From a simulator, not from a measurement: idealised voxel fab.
Process module heading - voxel trench capacitor
FYI the section here is cut, 285 nm wide, cells are 5 nm squares.
In what follows, cross-sections appear as grids of square cells, described through bands that run from the top down, where every band is one or more rows of cells. Heads up on the band format: heights come first, top then bottom, in nm. After that it's the materials left to right, each with its width in nm. A single material flagged "throughout" fills the whole band edge to edge, and "air" means there's empty space there. Heights are expressed relative to 0, this being the level below which the as-received wafer comprises one material exclusively. The lowest band is unbounded in the downward direction and is denoted as in "from 0 down". When a width is written as two numbers, as in "30->40", the first number is the width in the top row of cells of the band and the second is the width in its bottom row, and the width changes by the same amount from each row to the next. What does "identical to before" mean for a step? It means no cell of the cross-section changed in that step. Any empty space of 8 cells or more lacking an open way to the top shows up in "Unvented voids" as width x height at distance, distance from the left edge, in nm. If you see something after the settings on a step's line, that's the simulator's own remark about that step. overlay nm, on a step with a mask: how far to the right of its planned place the mask lay; to the left if negative. How should the pairs below be read? Each gives the cross-section before one process step and the cross-section after it, the latter drawn only to the lowest band that changed; the step that lies between them, with its settings, appears under the pair. Does a pair pick up where the pair above left off? Only where its entry headed "Prior state" says so, since pairs can come from different runs of this module on the same starting wafer.

[Prior state]
> from 0 down  Si throughout
> Unvented voids: none

[Section, Post-Step]
> from 5 to 0  SiN throughout
> Anything lower than 0 is untouched.
> Unvented voids: none
The two cross-sections above are separated by a single process step, namely CONFORMAL_DEP with material SiN, thk nm 5

Prior state: per the after cross-section of the pair just above.

[Section, Post-Step]
> from 15 to 5  aC throughout
> Anything lower than 5 is untouched.
> Unvented voids: none
The two cross-sections above are separated by a single process step, namely DIRECTIONAL_DEP with material aC, thk nm 10

Prior state: per the after cross-section of the pair just above.

[Section, Post-Step]
> from 45 to 15  resist 110 / air 25 / resist 15 / air 25 / resist 110
> Anything lower than 15 is untouched.
> Unvented voids: none
The two cross-sections above are separated by a single process step, namely PATTERN with tone open, mask id TRENCH, material resist, width nm 25, pitch nm 40, thk nm 30, overlay nm 0

Prior state: per the after cross-section of the pair just above.

[Section, Post-Step]
> from 35 to 15  resist 110 / air 25 / resist 15 / air 25 / resist 110
> from 15 to 5  aC 110 / air 25 / aC 15 / air 25 / aC 110
> Anything lower than 5 is untouched.
> Unvented voids: none
The two cross-sections above are separated by a single process step, namely DIRECTIONAL_ETCH with etch materials aC, depth nm 10

Prior state: per the after cross-section of the pair just above.

[Section, Post-Step]
> from 15 to 5  aC 110 / air 25 / aC 15 / air 25 / aC 110
> Anything lower than 5 is untouched.
> Unvented voids: none
The two cross-sections above are separated by a single process step, namely STRIP with etch materials resist

Prior state: per the after cross-section of the pair just above.

[Section, Post-Step]
> from 15 to 5  aC 110 / air 25 / aC 15 / air 25 / aC 110
> from 5 to 0  SiN 110 / air 25 / SiN 15 / air 25 / SiN 110
> Anything lower than 0 is untouched.
> Unvented voids: none
The two cross-sections above are separated by a single process step, namely DIRECTIONAL_ETCH with etch materials SiN, depth nm 5

Prior state: per the after cross-section of the pair just above.

[Section, Post-Step]
> from 15 to 5  aC 110 / air 25 / aC 15 / air 25 / aC 110
> from 5 to 0  SiN 110 / air 25 / SiN 15 / air 25 / SiN 110
> from 0 to -40  Si 110 / air 25 / Si 15 / air 25 / Si 110
> Anything lower than -40 is untouched.
> Unvented voids: none
The two cross-sections above are separated by a single process step, namely DIRECTIONAL_ETCH with etch materials Si, depth nm 40

Prior state: per the after cross-section of the pair just above.

[Section, Post-Step]
> from 5 to 0  SiN 110 / air 25 / SiN 15 / air 25 / SiN 110
> Anything lower than 0 is untouched.
> Unvented voids: none
The two cross-sections above are separated by a single process step, namely STRIP with etch materials aC

Prior state: per the after cross-section of the pair just above.

[Section, Post-Step]
> from 10 to 5  Al2O3 115 / air 15 / Al2O3 25 / air 15 / Al2O3 115
> from 5 to 0  SiN 110 / Al2O3 5 / air 15 / Al2O3 5 / SiN 15 / Al2O3 5 / air 15 / Al2O3 5 / SiN 110
> from 0 to -35  Si 110 / Al2O3 5 / air 15 / Al2O3 5 / Si 15 / Al2O3 5 / air 15 / Al2O3 5 / Si 110
> from -35 to -40  Si 110 / Al2O3 25 / Si 15 / Al2O3 25 / Si 110
> Anything lower than -40 is untouched.
> Unvented voids: none
The two cross-sections above are separated by a single process step, namely CONFORMAL_DEP with material Al2O3, thk nm 5

Prior state: per the after cross-section of the pair just above.

[Section, Post-Step]
> from 15 to 10  TiN 120 / air 5 / TiN 35 / air 5 / TiN 120
> from 10 to 5  Al2O3 115 / TiN 5 / air 5 / TiN 5 / Al2O3 25 / TiN 5 / air 5 / TiN 5 / Al2O3 115
> from 5 to 0  SiN 110 / Al2O3 5 / TiN 5 / air 5 / TiN 5 / Al2O3 5 / SiN 15 / Al2O3 5 / TiN 5 / air 5 / TiN 5 / Al2O3 5 / SiN 110
> from 0 to -30  Si 110 / Al2O3 5 / TiN 5 / air 5 / TiN 5 / Al2O3 5 / Si 15 / Al2O3 5 / TiN 5 / air 5 / TiN 5 / Al2O3 5 / Si 110
> from -30 to -35  Si 110 / Al2O3 5 / TiN 15 / Al2O3 5 / Si 15 / Al2O3 5 / TiN 15 / Al2O3 5 / Si 110
> Anything lower than -35 is untouched.
> Unvented voids: none
The two cross-sections above are separated by a single process step, namely CONFORMAL_DEP with material TiN, thk nm 5

Prior state: per the after cross-section of the pair just above.

[Section, Post-Step]
> from 25 to 15  W throughout
> from 15 to 10  TiN 120 / W 5 / TiN 35 / W 5 / TiN 120
> from 10 to 5  Al2O3 115 / TiN 5 / W 5 / TiN 5 / Al2O3 25 / TiN 5 / W 5 / TiN 5 / Al2O3 115
> from 5 to 0  SiN 110 / Al2O3 5 / TiN 5 / W 5 / TiN 5 / Al2O3 5 / SiN 15 / Al2O3 5 / TiN 5 / W 5 / TiN 5 / Al2O3 5 / SiN 110
> from 0 to -30  Si 110 / Al2O3 5 / TiN 5 / W 5 / TiN 5 / Al2O3 5 / Si 15 / Al2O3 5 / TiN 5 / W 5 / TiN 5 / Al2O3 5 / Si 110
> Anything lower than -30 is untouched.
> Unvented voids: none
The two cross-sections above are separated by a single process step, namely FILL_DEP with material W, thk nm 10

Prior state: per the after cross-section of the pair just above.

[Section, Post-Step]
> from 5 to 0  SiN 110 / Al2O3 5 / TiN 5 / W 5 / TiN 5 / Al2O3 5 / SiN 15 / Al2O3 5 / TiN 5 / W 5 / TiN 5 / Al2O3 5 / SiN 110
> Anything lower than 0 is untouched.
> Unvented voids: none
The two cross-sections above are separated by a single process step, namely CMP with height nm 5

[Prior state]
> from 25 to 15  W throughout
> from 15 to 10  TiN 120 / W 5 / TiN 35 / W 5 / TiN 120
> from 10 to 5  Al2O3 115 / TiN 5 / W 5 / TiN 5 / Al2O3 25 / TiN 5 / W 5 / TiN 5 / Al2O3 115
> from 5 to 0  SiN 110 / Al2O3 5 / TiN 5 / W 5 / TiN 5 / Al2O3 5 / SiN 15 / Al2O3 5 / TiN 5 / W 5 / TiN 5 / Al2O3 5 / SiN 110
> from 0 to -30  Si 110 / Al2O3 5 / TiN 5 / W 5 / TiN 5 / Al2O3 5 / Si 15 / Al2O3 5 / TiN 5 / W 5 / TiN 5 / Al2O3 5 / Si 110
> from -30 to -35  Si 110 / Al2O3 5 / TiN 15 / Al2O3 5 / Si 15 / Al2O3 5 / TiN 15 / Al2O3 5 / Si 110
> from -35 to -40  Si 110 / Al2O3 25 / Si 15 / Al2O3 25 / Si 110
> from -40 down  Si throughout
> Unvented voids: none

[Section, Post-Step]
> from 35 to 15  W throughout
> Anything lower than 15 is untouched.
> Unvented voids: none
The two cross-sections above are separated by a single process step, namely FILL_DEP with material W, thk nm 10

Prior state: per the after cross-section of the pair just above.

[Section, Post-Step]
> from 5 to 0  SiN 110 / Al2O3 5 / TiN 5 / W 5 / TiN 5 / Al2O3 5 / SiN 15 / Al2O3 5 / TiN 5 / W 5 / TiN 5 / Al2O3 5 / SiN 110
> Anything lower than 0 is untouched.
> Unvented voids: none
The two cross-sections above are separated by a single process step, namely CMP with height nm 5

[Prior state]
> from 5 to 0  SiN 110 / air 25 / SiN 15 / air 25 / SiN 110
> from 0 to -40  Si 110 / air 25 / Si 15 / air 25 / Si 110
> from -40 down  Si throughout
> Unvented voids: none

[Section, Post-Step]
> from 10 to 5  TiN 115 / air 15 / TiN 25 / air 15 / TiN 115
> from 5 to 0  SiN 110 / TiN 5 / air 15 / TiN 5 / SiN 15 / TiN 5 / air 15 / TiN 5 / SiN 110
> from 0 to -35  Si 110 / TiN 5 / air 15 / TiN 5 / Si 15 / TiN 5 / air 15 / TiN 5 / Si 110
> from -35 to -40  Si 110 / TiN 25 / Si 15 / TiN 25 / Si 110
> Anything lower than -40 is untouched.
> Unvented voids: none
The two cross-sections above are separated by a single process step, namely CONFORMAL_DEP with material TiN, thk nm 5

Prior state: per the after cross-section of the pair just above.

[Section, Post-Step]
> from 15 to 10  Al2O3 120 / air 5 / Al2O3 35 / air 5 / Al2O3 120
> from 10 to 5  TiN 115 / Al2O3 5 / air 5 / Al2O3 5 / TiN 25 / Al2O3 5 / air 5 / Al2O3 5 / TiN 115
> from 5 to 0  SiN 110 / TiN 5 / Al2O3 5 / air 5 / Al2O3 5 / TiN 5 / SiN 15 / TiN 5 / Al2O3 5 / air 5 / Al2O3 5 / TiN 5 / SiN 110
> from 0 to -30  Si 110 / TiN 5 / Al2O3 5 / air 5 / Al2O3 5 / TiN 5 / Si 15 / TiN 5 / Al2O3 5 / air 5 / Al2O3 5 / TiN 5 / Si 110
> from -30 to -35  Si 110 / TiN 5 / Al2O3 15 / TiN 5 / Si 15 / TiN 5 / Al2O3 15 / TiN 5 / Si 110
> Anything lower than -35 is untouched.
> Unvented voids: none
The two cross-sections above are separated by a single process step, namely CONFORMAL_DEP with material Al2O3, thk nm 5

Prior state: per the after cross-section of the pair just above.

[Section, Post-Step]
> from 25 to 15  W throughout
> from 15 to 10  Al2O3 120 / W 5 / Al2O3 35 / W 5 / Al2O3 120
> from 10 to 5  TiN 115 / Al2O3 5 / W 5 / Al2O3 5 / TiN 25 / Al2O3 5 / W 5 / Al2O3 5 / TiN 115
> from 5 to 0  SiN 110 / TiN 5 / Al2O3 5 / W 5 / Al2O3 5 / TiN 5 / SiN 15 / TiN 5 / Al2O3 5 / W 5 / Al2O3 5 / TiN 5 / SiN 110
> from 0 to -30  Si 110 / TiN 5 / Al2O3 5 / W 5 / Al2O3 5 / TiN 5 / Si 15 / TiN 5 / Al2O3 5 / W 5 / Al2O3 5 / TiN 5 / Si 110
> Anything lower than -30 is untouched.
> Unvented voids: none
The two cross-sections above are separated by a single process step, namely FILL_DEP with material W, thk nm 10

Prior state: per the after cross-section of the pair just above.

[Section, Post-Step]
> from 5 to 0  SiN 110 / TiN 5 / Al2O3 5 / W 5 / Al2O3 5 / TiN 5 / SiN 15 / TiN 5 / Al2O3 5 / W 5 / Al2O3 5 / TiN 5 / SiN 110
> Anything lower than 0 is untouched.
> Unvented voids: none
The two cross-sections above are separated by a single process step, namely CMP with height nm 5

[Prior state]
> from 15 to 5  aC 110 / air 25 / aC 15 / air 25 / aC 110
> from 5 to 0  SiN 110 / air 25 / SiN 15 / air 25 / SiN 110
> from 0 down  Si throughout
> Unvented voids: none

[Section, Post-Step]
> from 15 to 5  aC 110 / air 25 / aC 15 / air 25 / aC 110
> from 5 to 0  SiN 110 / air 25 / SiN 15 / air 25 / SiN 110
> from 0 to -45  Si 110 / air 25 / Si 15 / air 25 / Si 110
> Anything lower than -45 is untouched.
> Unvented voids: none
The two cross-sections above are separated by a single process step, namely DIRECTIONAL_ETCH with etch materials Si, depth nm 45

Prior state: per the after cross-section of the pair just above.

[Section, Post-Step]
> from 5 to 0  SiN 110 / air 25 / SiN 15 / air 25 / SiN 110
> Anything lower than 0 is untouched.
> Unvented voids: none
The two cross-sections above are separated by a single process step, namely STRIP with etch materials aC

Prior state: per the after cross-section of the pair just above.

[Section, Post-Step]
> from 10 to 5  Al2O3 115 / air 15 / Al2O3 25 / air 15 / Al2O3 115
> from 5 to 0  SiN 110 / Al2O3 5 / air 15 / Al2O3 5 / SiN 15 / Al2O3 5 / air 15 / Al2O3 5 / SiN 110
> from 0 to -40  Si 110 / Al2O3 5 / air 15 / Al2O3 5 / Si 15 / Al2O3 5 / air 15 / Al2O3 5 / Si 110
> from -40 to -45  Si 110 / Al2O3 25 / Si 15 / Al2O3 25 / Si 110
> Anything lower than -45 is untouched.
> Unvented voids: none
The two cross-sections above are separated by a single process step, namely CONFORMAL_DEP with material Al2O3, thk nm 5

Prior state: per the after cross-section of the pair just above.

[Section, Post-Step]
> from 15 to 10  TiN 120 / air 5 / TiN 35 / air 5 / TiN 120
> from 10 to 5  Al2O3 115 / TiN 5 / air 5 / TiN 5 / Al2O3 25 / TiN 5 / air 5 / TiN 5 / Al2O3 115
> from 5 to 0  SiN 110 / Al2O3 5 / TiN 5 / air 5 / TiN 5 / Al2O3 5 / SiN 15 / Al2O3 5 / TiN 5 / air 5 / TiN 5 / Al2O3 5 / SiN 110
> from 0 to -35  Si 110 / Al2O3 5 / TiN 5 / air 5 / TiN 5 / Al2O3 5 / Si 15 / Al2O3 5 / TiN 5 / air 5 / TiN 5 / Al2O3 5 / Si 110
> from -35 to -40  Si 110 / Al2O3 5 / TiN 15 / Al2O3 5 / Si 15 / Al2O3 5 / TiN 15 / Al2O3 5 / Si 110
> Anything lower than -40 is untouched.
> Unvented voids: none
The two cross-sections above are separated by a single process step, namely CONFORMAL_DEP with material TiN, thk nm 5

Prior state: per the after cross-section of the pair just above.

[Section, Post-Step]
> from 25 to 15  W throughout
> from 15 to 10  TiN 120 / W 5 / TiN 35 / W 5 / TiN 120
> from 10 to 5  Al2O3 115 / TiN 5 / W 5 / TiN 5 / Al2O3 25 / TiN 5 / W 5 / TiN 5 / Al2O3 115
> from 5 to 0  SiN 110 / Al2O3 5 / TiN 5 / W 5 / TiN 5 / Al2O3 5 / SiN 15 / Al2O3 5 / TiN 5 / W 5 / TiN 5 / Al2O3 5 / SiN 110
> from 0 to -35  Si 110 / Al2O3 5 / TiN 5 / W 5 / TiN 5 / Al2O3 5 / Si 15 / Al2O3 5 / TiN 5 / W 5 / TiN 5 / Al2O3 5 / Si 110
> Anything lower than -35 is untouched.
> Unvented voids: none
The two cross-sections above are separated by a single process step, namely FILL_DEP with material W, thk nm 10

Prior state: per the after cross-section of the pair just above.

[Section, Post-Step]
> from 5 to 0  SiN 110 / Al2O3 5 / TiN 5 / W 5 / TiN 5 / Al2O3 5 / SiN 15 / Al2O3 5 / TiN 5 / W 5 / TiN 5 / Al2O3 5 / SiN 110
> Anything lower than 0 is untouched.
> Unvented voids: none
The two cross-sections above are separated by a single process step, namely CMP with height nm 5

[Prior state]
> from 15 to 5  aC throughout
> from 5 to 0  SiN throughout
> from 0 down  Si throughout
> Unvented voids: none

[Section, Post-Step]
> from 45 to 15  resist 115 / air 20 / resist 20 / air 20 / resist 110
> Anything lower than 15 is untouched.
> Unvented voids: none
The two cross-sections above are separated by a single process step, namely PATTERN with tone open, mask id TRENCH, material resist, width nm 20, pitch nm 40, thk nm 30, overlay nm 0

Prior state: per the after cross-section of the pair just above.

[Section, Post-Step]
> from 35 to 15  resist 115 / air 20 / resist 20 / air 20 / resist 110
> from 15 to 5  aC 115 / air 20 / aC 20 / air 20 / aC 110
> Anything lower than 5 is untouched.
> Unvented voids: none
The two cross-sections above are separated by a single process step, namely DIRECTIONAL_ETCH with etch materials aC, depth nm 10

Prior state: per the after cross-section of the pair just above.

[Section, Post-Step]
> from 15 to 5  aC 115 / air 20 / aC 20 / air 20 / aC 110
> Anything lower than 5 is untouched.
> Unvented voids: none
The two cross-sections above are separated by a single process step, namely STRIP with etch materials resist

Prior state: per the after cross-section of the pair just above.

[Section, Post-Step]
> from 15 to 5  aC 115 / air 20 / aC 20 / air 20 / aC 110
> from 5 to 0  SiN 115 / air 20 / SiN 20 / air 20 / SiN 110
> Anything lower than 0 is untouched.
> Unvented voids: none
The two cross-sections above are separated by a single process step, namely DIRECTIONAL_ETCH with etch materials SiN, depth nm 5

Prior state: per the after cross-section of the pair just above.

[Section, Post-Step]
> from 15 to 5  aC 115 / air 20 / aC 20 / air 20 / aC 110
> from 5 to 0  SiN 115 / air 20 / SiN 20 / air 20 / SiN 110
> from 0 to -40  Si 115 / air 20 / Si 20 / air 20 / Si 110
> Anything lower than -40 is untouched.
> Unvented voids: none
The two cross-sections above are separated by a single process step, namely DIRECTIONAL_ETCH with etch materials Si, depth nm 40

Prior state: per the after cross-section of the pair just above.

[Section, Post-Step]
> from 5 to 0  SiN 115 / air 20 / SiN 20 / air 20 / SiN 110
> Anything lower than 0 is untouched.
> Unvented voids: none
The two cross-sections above are separated by a single process step, namely STRIP with etch materials aC

Prior state: per the after cross-section of the pair just above.

[Section, Post-Step]
> from 10 to 5  Al2O3 120 / air 10 / Al2O3 30 / air 10 / Al2O3 115
> from 5 to 0  SiN 115 / Al2O3 5 / air 10 / Al2O3 5 / SiN 20 / Al2O3 5 / air 10 / Al2O3 5 / SiN 110
> from 0 to -35  Si 115 / Al2O3 5 / air 10 / Al2O3 5 / Si 20 / Al2O3 5 / air 10 / Al2O3 5 / Si 110
> from -35 to -40  Si 115 / Al2O3 20 / Si 20 / Al2O3 20 / Si 110
> Anything lower than -40 is untouched.
> Unvented voids: none
The two cross-sections above are separated by a single process step, namely CONFORMAL_DEP with material Al2O3, thk nm 5

Prior state: per the after cross-section of the pair just above.

[Section, Post-Step]
> from 15 to 10  TiN throughout
> from 10 to 5  Al2O3 120 / TiN 10 / Al2O3 30 / TiN 10 / Al2O3 115
> from 5 to 0  SiN 115 / Al2O3 5 / TiN 10 / Al2O3 5 / SiN 20 / Al2O3 5 / TiN 10 / Al2O3 5 / SiN 110
> from 0 to -35  Si 115 / Al2O3 5 / TiN 10 / Al2O3 5 / Si 20 / Al2O3 5 / TiN 10 / Al2O3 5 / Si 110
> Anything lower than -35 is untouched.
> Unvented voids: none
The two cross-sections above are separated by a single process step, namely CONFORMAL_DEP with material TiN, thk nm 5

Prior state: per the after cross-section of the pair just above.

[Section, Post-Step]
> from 25 to 15  W throughout
> Anything lower than 15 is untouched.
> Unvented voids: none
The two cross-sections above are separated by a single process step, namely FILL_DEP with material W, thk nm 10

Prior state: per the after cross-section of the pair just above.

[Section, Post-Step]
> from 5 to 0  SiN 115 / Al2O3 5 / TiN 10 / Al2O3 5 / SiN 20 / Al2O3 5 / TiN 10 / Al2O3 5 / SiN 110
> Anything lower than 0 is untouched.
> Unvented voids: none
The two cross-sections above are separated by a single process step, namely CMP with height nm 5

[Prior state]
> from 15 to 5  aC throughout
> from 5 to 0  SiN throughout
> from 0 down  Si throughout
> Unvented voids: none

[Section, Post-Step]
> from 45 to 15  resist 100 / air 25 / resist 15 / air 25 / resist 120
> Anything lower than 15 is untouched.
> Unvented voids: none
The two cross-sections above are separated by a single process step, namely PATTERN with tone open, mask id TRENCH, material resist, width nm 25, pitch nm 40, thk nm 30, overlay nm -10

Prior state: per the after cross-section of the pair just above.

[Section, Post-Step]
> from 35 to 15  resist 100 / air 25 / resist 15 / air 25 / resist 120
> from 15 to 5  aC 100 / air 25 / aC 15 / air 25 / aC 120
> Anything lower than 5 is untouched.
> Unvented voids: none
The two cross-sections above are separated by a single process step, namely DIRECTIONAL_ETCH with etch materials aC, depth nm 10

Prior state: per the after cross-section of the pair just above.

[Section, Post-Step]
> from 15 to 5  aC 100 / air 25 / aC 15 / air 25 / aC 120
> Anything lower than 5 is untouched.
> Unvented voids: none
The two cross-sections above are separated by a single process step, namely STRIP with etch materials resist

Prior state: per the after cross-section of the pair just above.

[Section, Post-Step]
> from 15 to 5  aC 100 / air 25 / aC 15 / air 25 / aC 120
> from 5 to 0  SiN 100 / air 25 / SiN 15 / air 25 / SiN 120
> Anything lower than 0 is untouched.
> Unvented voids: none
The two cross-sections above are separated by a single process step, namely DIRECTIONAL_ETCH with etch materials SiN, depth nm 5

Prior state: per the after cross-section of the pair just above.

[Section, Post-Step]
> from 15 to 5  aC 100 / air 25 / aC 15 / air 25 / aC 120
> from 5 to 0  SiN 100 / air 25 / SiN 15 / air 25 / SiN 120
> from 0 to -40  Si 100 / air 25 / Si 15 / air 25 / Si 120
> Anything lower than -40 is untouched.
> Unvented voids: none
The two cross-sections above are separated by a single process step, namely DIRECTIONAL_ETCH with etch materials Si, depth nm 40

Prior state: per the after cross-section of the pair just above.

[Section, Post-Step]
> from 5 to 0  SiN 100 / air 25 / SiN 15 / air 25 / SiN 120
> Anything lower than 0 is untouched.
> Unvented voids: none
The two cross-sections above are separated by a single process step, namely STRIP with etch materials aC

Prior state: per the after cross-section of the pair just above.

[Section, Post-Step]
> from 10 to 5  Al2O3 105 / air 15 / Al2O3 25 / air 15 / Al2O3 125
> from 5 to 0  SiN 100 / Al2O3 5 / air 15 / Al2O3 5 / SiN 15 / Al2O3 5 / air 15 / Al2O3 5 / SiN 120
> from 0 to -35  Si 100 / Al2O3 5 / air 15 / Al2O3 5 / Si 15 / Al2O3 5 / air 15 / Al2O3 5 / Si 120
> from -35 to -40  Si 100 / Al2O3 25 / Si 15 / Al2O3 25 / Si 120
> Anything lower than -40 is untouched.
> Unvented voids: none
The two cross-sections above are separated by a single process step, namely CONFORMAL_DEP with material Al2O3, thk nm 5

Prior state: per the after cross-section of the pair just above.

[Section, Post-Step]
> from 15 to 10  TiN 110 / air 5 / TiN 35 / air 5 / TiN 130
> from 10 to 5  Al2O3 105 / TiN 5 / air 5 / TiN 5 / Al2O3 25 / TiN 5 / air 5 / TiN 5 / Al2O3 125
> from 5 to 0  SiN 100 / Al2O3 5 / TiN 5 / air 5 / TiN 5 / Al2O3 5 / SiN 15 / Al2O3 5 / TiN 5 / air 5 / TiN 5 / Al2O3 5 / SiN 120
> from 0 to -30  Si 100 / Al2O3 5 / TiN 5 / air 5 / TiN 5 / Al2O3 5 / Si 15 / Al2O3 5 / TiN 5 / air 5 / TiN 5 / Al2O3 5 / Si 120
> from -30 to -35  Si 100 / Al2O3 5 / TiN 15 / Al2O3 5 / Si 15 / Al2O3 5 / TiN 15 / Al2O3 5 / Si 120
> Anything lower than -35 is untouched.
> Unvented voids: none
The two cross-sections above are separated by a single process step, namely CONFORMAL_DEP with material TiN, thk nm 5

Prior state: per the after cross-section of the pair just above.

[Section, Post-Step]
> from 25 to 15  W throughout
> from 15 to 10  TiN 110 / W 5 / TiN 35 / W 5 / TiN 130
> from 10 to 5  Al2O3 105 / TiN 5 / W 5 / TiN 5 / Al2O3 25 / TiN 5 / W 5 / TiN 5 / Al2O3 125
> from 5 to 0  SiN 100 / Al2O3 5 / TiN 5 / W 5 / TiN 5 / Al2O3 5 / SiN 15 / Al2O3 5 / TiN 5 / W 5 / TiN 5 / Al2O3 5 / SiN 120
> from 0 to -30  Si 100 / Al2O3 5 / TiN 5 / W 5 / TiN 5 / Al2O3 5 / Si 15 / Al2O3 5 / TiN 5 / W 5 / TiN 5 / Al2O3 5 / Si 120
> Anything lower than -30 is untouched.
> Unvented voids: none
The two cross-sections above are separated by a single process step, namely FILL_DEP with material W, thk nm 10

Prior state: per the after cross-section of the pair just above.

[Section, Post-Step]
> from 5 to 0  SiN 100 / Al2O3 5 / TiN 5 / W 5 / TiN 5 / Al2O3 5 / SiN 15 / Al2O3 5 / TiN 5 / W 5 / TiN 5 / Al2O3 5 / SiN 120
> Anything lower than 0 is untouched.
> Unvented voids: none
The two cross-sections above are separated by a single process step, namely CMP with height nm 5

[Prior state]
> from 0 down  Si throughout
> Unvented voids: none

[Section, Post-Step]
> from 5 to 0  TiN throughout
> Anything lower than 0 is untouched.
> Unvented voids: none
The two cross-sections above are separated by a single process step, namely CONFORMAL_DEP with material TiN, thk nm 5

Prior state: per the after cross-section of the pair just above.

[Section, Post-Step]
> from 15 to 5  aC throughout
> Anything lower than 5 is untouched.
> Unvented voids: none
The two cross-sections above are separated by a single process step, namely DIRECTIONAL_DEP with material aC, thk nm 10

Prior state: per the after cross-section of the pair just above.

[Section, Post-Step]
> from 45 to 15  resist 110 / air 25 / resist 15 / air 25 / resist 110
> Anything lower than 15 is untouched.
> Unvented voids: none
The two cross-sections above are separated by a single process step, namely PATTERN with tone open, mask id TRENCH, material resist, width nm 25, pitch nm 40, thk nm 30, overlay nm 0

Prior state: per the after cross-section of the pair just above.

[Section, Post-Step]
> from 35 to 15  resist 110 / air 25 / resist 15 / air 25 / resist 110
> from 15 to 5  aC 110 / air 25 / aC 15 / air 25 / aC 110
> Anything lower than 5 is untouched.
> Unvented voids: none
The two cross-sections above are separated by a single process step, namely DIRECTIONAL_ETCH with etch materials aC, depth nm 10

Prior state: per the after cross-section of the pair just above.

[Section, Post-Step]
> from 15 to 5  aC 110 / air 25 / aC 15 / air 25 / aC 110
> Anything lower than 5 is untouched.
> Unvented voids: none
The two cross-sections above are separated by a single process step, namely STRIP with etch materials resist

Prior state: per the after cross-section of the pair just above.

[Section, Post-Step]
> from 5 to 0  TiN throughout
> Anything lower than 0 is untouched.
> Unvented voids: none
The two cross-sections above are separated by a single process step, namely STRIP with etch materials aC

Prior state: per the after cross-section of the pair just above.

[Section, Post-Step]
> from 10 to 5  Al2O3 throughout
> Anything lower than 5 is untouched.
> Unvented voids: none
The two cross-sections above are separated by a single process step, namely CONFORMAL_DEP with material Al2O3, thk nm 5

Prior state: per the after cross-section of the pair just above.

[Section, Post-Step]
> from 15 to 10  TiN throughout
> Anything lower than 10 is untouched.
> Unvented voids: none
The two cross-sections above are separated by a single process step, namely CONFORMAL_DEP with material TiN, thk nm 5

Prior state: per the after cross-section of the pair just above.

[Section, Post-Step]
> from 25 to 15  W throughout
> Anything lower than 15 is untouched.
> Unvented voids: none
The two cross-sections above are separated by a single process step, namely FILL_DEP with material W, thk nm 10

Prior state: per the after cross-section of the pair just above.

[Section, Post-Step]
> from 5 to 0  TiN throughout
> Anything lower than 0 is untouched.
> Unvented voids: none
The two cross-sections above are separated by a single process step, namely CMP with height nm 5

[Prior state]
> from 15 to 5  aC throughout
> from 5 to 0  SiN throughout
> from 0 down  Si throughout
> Unvented voids: none

[Section, Post-Step]
> from 45 to 15  air 110 / resist 25 / air 15 / resist 25 / air 110
> Anything lower than 15 is untouched.
> Unvented voids: none
The two cross-sections above are separated by a single process step, namely PATTERN with tone cover, mask id TRENCH, material resist, width nm 25, pitch nm 40, thk nm 30, overlay nm 0

Prior state: per the after cross-section of the pair just above.

[Section, Post-Step]
> from 35 to 15  air 110 / resist 25 / air 15 / resist 25 / air 110
> from 15 to 5  air 110 / aC 25 / air 15 / aC 25 / air 110
> Anything lower than 5 is untouched.
> Unvented voids: none
The two cross-sections above are separated by a single process step, namely DIRECTIONAL_ETCH with etch materials aC, depth nm 10

Prior state: per the after cross-section of the pair just above.

[Section, Post-Step]
> from 15 to 5  air 110 / aC 25 / air 15 / aC 25 / air 110
> Anything lower than 5 is untouched.
> Unvented voids: none
The two cross-sections above are separated by a single process step, namely STRIP with etch materials resist

Prior state: per the after cross-section of the pair just above.

[Section, Post-Step]
> from 15 to 5  air 110 / aC 25 / air 15 / aC 25 / air 110
> from 5 to 0  air 110 / SiN 25 / air 15 / SiN 25 / air 110
> Anything lower than 0 is untouched.
> Unvented voids: none
The two cross-sections above are separated by a single process step, namely DIRECTIONAL_ETCH with etch materials SiN, depth nm 5

Prior state: per the after cross-section of the pair just above.

[Section, Post-Step]
> from 15 to 5  air 110 / aC 25 / air 15 / aC 25 / air 110
> from 5 to 0  air 110 / SiN 25 / air 15 / SiN 25 / air 110
> from 0 to -40  air 110 / Si 25 / air 15 / Si 25 / air 110
> Anything lower than -40 is untouched.
> Unvented voids: none
The two cross-sections above are separated by a single process step, namely DIRECTIONAL_ETCH with etch materials Si, depth nm 40

Prior state: per the after cross-section of the pair just above.

[Section, Post-Step]
> from 5 to 0  air 110 / SiN 25 / air 15 / SiN 25 / air 110
> Anything lower than 0 is untouched.
> Unvented voids: none
The two cross-sections above are separated by a single process step, namely STRIP with etch materials aC

Prior state: per the after cross-section of the pair just above.

[Section, Post-Step]
> from 10 to 5  air 105 / Al2O3 35 / air 5 / Al2O3 35 / air 105
> from 5 to 0  air 105 / Al2O3 5 / SiN 25 / Al2O3 5 / air 5 / Al2O3 5 / SiN 25 / Al2O3 5 / air 105
> from 0 to -35  air 105 / Al2O3 5 / Si 25 / Al2O3 5 / air 5 / Al2O3 5 / Si 25 / Al2O3 5 / air 105
> from -35 to -40  Al2O3 110 / Si 25 / Al2O3 15 / Si 25 / Al2O3 110
> Anything lower than -40 is untouched.
> Unvented voids: none
The two cross-sections above are separated by a single process step, namely CONFORMAL_DEP with material Al2O3, thk nm 5

Prior state: per the after cross-section of the pair just above.

[Section, Post-Step]
> from 15 to 10  air 100 / TiN 85 / air 100
> from 10 to 5  air 100 / TiN 5 / Al2O3 35 / TiN 5 / Al2O3 35 / TiN 5 / air 100
> from 5 to 0  air 100 / TiN 5 / Al2O3 5 / SiN 25 / Al2O3 5 / TiN 5 / Al2O3 5 / SiN 25 / Al2O3 5 / TiN 5 / air 100
> from 0 to -30  air 100 / TiN 5 / Al2O3 5 / Si 25 / Al2O3 5 / TiN 5 / Al2O3 5 / Si 25 / Al2O3 5 / TiN 5 / air 100
> from -30 to -35  TiN 105 / Al2O3 5 / Si 25 / Al2O3 5 / TiN 5 / Al2O3 5 / Si 25 / Al2O3 5 / TiN 105
> Anything lower than -35 is untouched.
> Unvented voids: none
The two cross-sections above are separated by a single process step, namely CONFORMAL_DEP with material TiN, thk nm 5

Prior state: per the after cross-section of the pair just above.

[Section, Post-Step]
> from 25 to 15  W throughout
> from 15 to 10  W 100 / TiN 85 / W 100
> from 10 to 5  W 100 / TiN 5 / Al2O3 35 / TiN 5 / Al2O3 35 / TiN 5 / W 100
> from 5 to 0  W 100 / TiN 5 / Al2O3 5 / SiN 25 / Al2O3 5 / TiN 5 / Al2O3 5 / SiN 25 / Al2O3 5 / TiN 5 / W 100
> from 0 to -30  W 100 / TiN 5 / Al2O3 5 / Si 25 / Al2O3 5 / TiN 5 / Al2O3 5 / Si 25 / Al2O3 5 / TiN 5 / W 100
> Anything lower than -30 is untouched.
> Unvented voids: none
The two cross-sections above are separated by a single process step, namely FILL_DEP with material W, thk nm 10
